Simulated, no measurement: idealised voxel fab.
This section sets out a process module, namely voxel air gaps.
In the cross-section labelled cut, the width is 240 nm and each square cell is 5 nm.
This document writes a cross-section as a grid whose cells are square, and gives it as bands, listed from the top down; one or more rows of cells form a band. The band entry comprises the height of the band's top followed by the height of its bottom, expressed in nm, and subsequently the band's materials from left to right, each stated together with its width in nm. Where a single material is marked with the word "full width", that material fills the band from edge to edge. The word "air" represents empty space. Convention: height 0 is the level below which the wafer, as received, is all one material. The lowest band does not terminate at the bottom but continues downward, represented as "0 -> down". It should be noted that a width expressed as "30->40" varies in equal increments from row to row of cells within the band, taking the value of the first number at the top row and that of the second number at the bottom row. Basically "stayed the same" means that step didn't change any cell in the cross-section. In "Closed void inventory" the enclosed voids are listed, meaning empty spaces of 8 cells or larger without any opening to the top. The form is width x height at distance, distance from the left edge, units nm. On each step's line, the part that comes after the settings is the simulator's own comment on the step. What "overlay nm" on a step's line means: if the step has a mask, that mask lay this far to the right of its planned place, or, when the value is negative, to the left.
**Planned step list for the process**
- 1: RECEIVE: material Si
- 2: CONFORMAL_DEP: material SiO2, thk nm 10
- 3: CONFORMAL_DEP: material SiCN, thk nm 5
- 4: DIRECTIONAL_DEP: material lowk, thk nm 35
- 5: DIRECTIONAL_DEP: material aC, thk nm 15
- 6: PATTERN: tone open, mask id LINES, material resist, width nm 25, pitch nm 50, thk nm 35, overlay nm 0
- 7: DIRECTIONAL_ETCH: etch materials aC, depth nm 15
- 8: STRIP: etch materials resist
- 9: DIRECTIONAL_ETCH: etch materials lowk, depth nm 35
- 10: STRIP: etch materials aC
- 11: CONFORMAL_DEP: material TiN, thk nm 5
- 12: FILL_DEP: material Cu, thk nm 10
- 13: CMP: height nm 50
- 14: EPI: material Ru, thk nm 10
- 15: SELECTIVE_ETCH: etch materials lowk, depth nm 45
- 16: CONFORMAL_DEP: material SiCN, thk nm 5
**As-received state of the wafer in cross-section, equivalent to post-step 1**
- 0 -> down = Si full width
- Closed void inventory: none
**Cross-section taken at module completion on the first of two wafers; processed per the plan**
- 65 -> 60 = air=15 | SiCN=205 | air=20
- 60 -> 50 = air=15 | SiCN=5 | Ru=45 | SiCN=5 | Ru=45 | SiCN=5 | Ru=45 | SiCN=5 | Ru=45 | SiCN=5 | air=20
- 50 -> 45 = air=15 | SiCN=15 | TiN=5 | Cu=15 | TiN=5 | SiCN=25 | TiN=5 | Cu=15 | TiN=5 | SiCN=25 | TiN=5 | Cu=15 | TiN=5 | SiCN=25 | TiN=5 | Cu=15 | TiN=5 | SiCN=15 | air=20
- 45 -> 20 = air=25 | SiCN=5 | TiN=5 | Cu=15 | TiN=5 | SiCN=5 | air=15 | SiCN=5 | TiN=5 | Cu=15 | TiN=5 | SiCN=5 | air=15 | SiCN=5 | TiN=5 | Cu=15 | TiN=5 | SiCN=5 | air=15 | SiCN=5 | TiN=5 | Cu=15 | TiN=5 | SiCN=5 | air=30
- 20 -> 15 = SiCN=30 | TiN=25 | SiCN=25 | TiN=25 | SiCN=25 | TiN=25 | SiCN=25 | TiN=25 | SiCN=35
- 15 -> 10 = SiCN full width
- 10 -> 0 = SiO2 full width
- 0 -> down = Si full width
- Closed void inventory: 15 x 25 at 60; 15 x 25 at 110; 15 x 25 at 160
**Now the second wafer, cross-sectioned at the end of the module. Nothing different at the start, nothing different in the plan compared with the first, just one mistake when it was actually run**
- 75 -> 60 = air=5 | SiCN=225 | air=10
- 60 -> 50 = air=5 | SiCN=15 | Ru=45 | SiCN=5 | Ru=45 | SiCN=5 | Ru=45 | SiCN=5 | Ru=45 | SiCN=15 | air=10
- 50 -> 45 = air=5 | SiCN=25 | TiN=5 | Cu=15 | TiN=5 | SiCN=25 | TiN=5 | Cu=15 | TiN=5 | SiCN=25 | TiN=5 | Cu=15 | TiN=5 | SiCN=25 | TiN=5 | Cu=15 | TiN=5 | SiCN=25 | air=10
- 45 -> 35 = air=5 | SiCN=25 | TiN=5 | Cu=15 | TiN=5 | SiCN=5 | air=15 | SiCN=5 | TiN=5 | Cu=15 | TiN=5 | SiCN=5 | air=15 | SiCN=5 | TiN=5 | Cu=15 | TiN=5 | SiCN=5 | air=15 | SiCN=5 | TiN=5 | Cu=15 | TiN=5 | SiCN=25 | air=10
- 35 -> 30 = air=15 | SiCN=15 | TiN=5 | Cu=15 | TiN=5 | SiCN=5 | air=15 | SiCN=5 | TiN=5 | Cu=15 | TiN=5 | SiCN=5 | air=15 | SiCN=5 | TiN=5 | Cu=15 | TiN=5 | SiCN=5 | air=15 | SiCN=5 | TiN=5 | Cu=15 | TiN=5 | SiCN=15 | air=20
- 30 -> 20 = SiCN=30 | TiN=5 | Cu=15 | TiN=5 | SiCN=5 | air=15 | SiCN=5 | TiN=5 | Cu=15 | TiN=5 | SiCN=5 | air=15 | SiCN=5 | TiN=5 | Cu=15 | TiN=5 | SiCN=5 | air=15 | SiCN=5 | TiN=5 | Cu=15 | TiN=5 | SiCN=35
- 20 -> 15 = SiCN=30 | TiN=25 | SiCN=25 | TiN=25 | SiCN=25 | TiN=25 | SiCN=25 | TiN=25 | SiCN=35
- 15 -> 10 = SiCN full width
- 10 -> 0 = SiO2 full width
- 0 -> down = Si full width
- Closed void inventory: 15 x 25 at 60; 15 x 25 at 110; 15 x 25 at 160
In executing the process, a mistake was made relative to the plan: step 16 ran with different settings than intended, the actual operation and settings being CONFORMAL_DEP: material SiCN, thk nm 15
The second wafer ends with more or fewer cells of some materials than the first, per final count: SiCN: 148 more
